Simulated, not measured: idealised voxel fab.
process module | voxel plated lines
cross-section cut | 185 nm wide | cells 5 nm
A cross-section is a grid of square cells, given in bands from the top down. A band is one or more rows of cells.
Each band's line starts with the height of the band's top and of its bottom, in nm. Then come its materials from left to right, each with its width in nm. One material with "throughout" fills the band from edge to edge. "air" is empty space.
Height 0 is the level under which the wafer as received is all one material. The lowest band goes on downwards, as in "0 down".
A width such as "30 to 40" changes by the same amount from each row of cells to the next, from the band's top row to its bottom row.
"no change" after a step means that no cell of the cross-section changed.
closed voids: empty space of 8 cells or more with no open way to the top, each as width x height at its distance from the left edge, in nm
after a step's settings: what the simulator itself notes on the step
overlay nm, on a step with a mask: how far to the right of its planned place the mask lay; to the left if negative
plan
1 op RECEIVE | material Si
2 op CONFORMAL_DEP | material Al2O3 | thk nm 5
3 op DIRECTIONAL_DEP | material TiN | thk nm 5
4 op PATTERN | tone open | mask id LINES | material resist | width nm 20 | pitch nm 40 | thk nm 20 | overlay nm 0
5 op EPI | material Ru | thk nm 10
6 op STRIP | etch materials resist
7 op DIRECTIONAL_ETCH | etch materials TiN | depth nm 5
8 op CONFORMAL_DEP | material SiN | thk nm 5
as received, after step 1
  0 down: Si throughout
  closed voids: none
first wafer at the end, as planned
  25 to 20: air 55 | SiN 30 | air 10 | SiN 30 | air 60
  20 to 10: air 55 | SiN 5 | Ru 20 | SiN 5 | air 10 | SiN 5 | Ru 20 | SiN 5 | air 60
  10 to 5: SiN 60 | TiN 20 | SiN 20 | TiN 20 | SiN 65
  5 to 0: Al2O3 throughout
  0 down: Si throughout
  closed voids: none
second wafer at the end: like start, like plan, one mistake
  35 to 30: air 55 | SiN 30 | air 10 | SiN 30 | air 60
  30 to 10: air 55 | SiN 5 | Ru 20 | SiN 5 | air 10 | SiN 5 | Ru 20 | SiN 5 | air 60
  10 to 5: SiN 60 | TiN 20 | SiN 20 | TiN 20 | SiN 65
  5 to 0: Al2O3 throughout
  0 down: Si throughout
  closed voids: none
what went wrong: step 5 was run twice
at the end the second wafer has, in cells: 16 more of Ru | 8 more of SiN
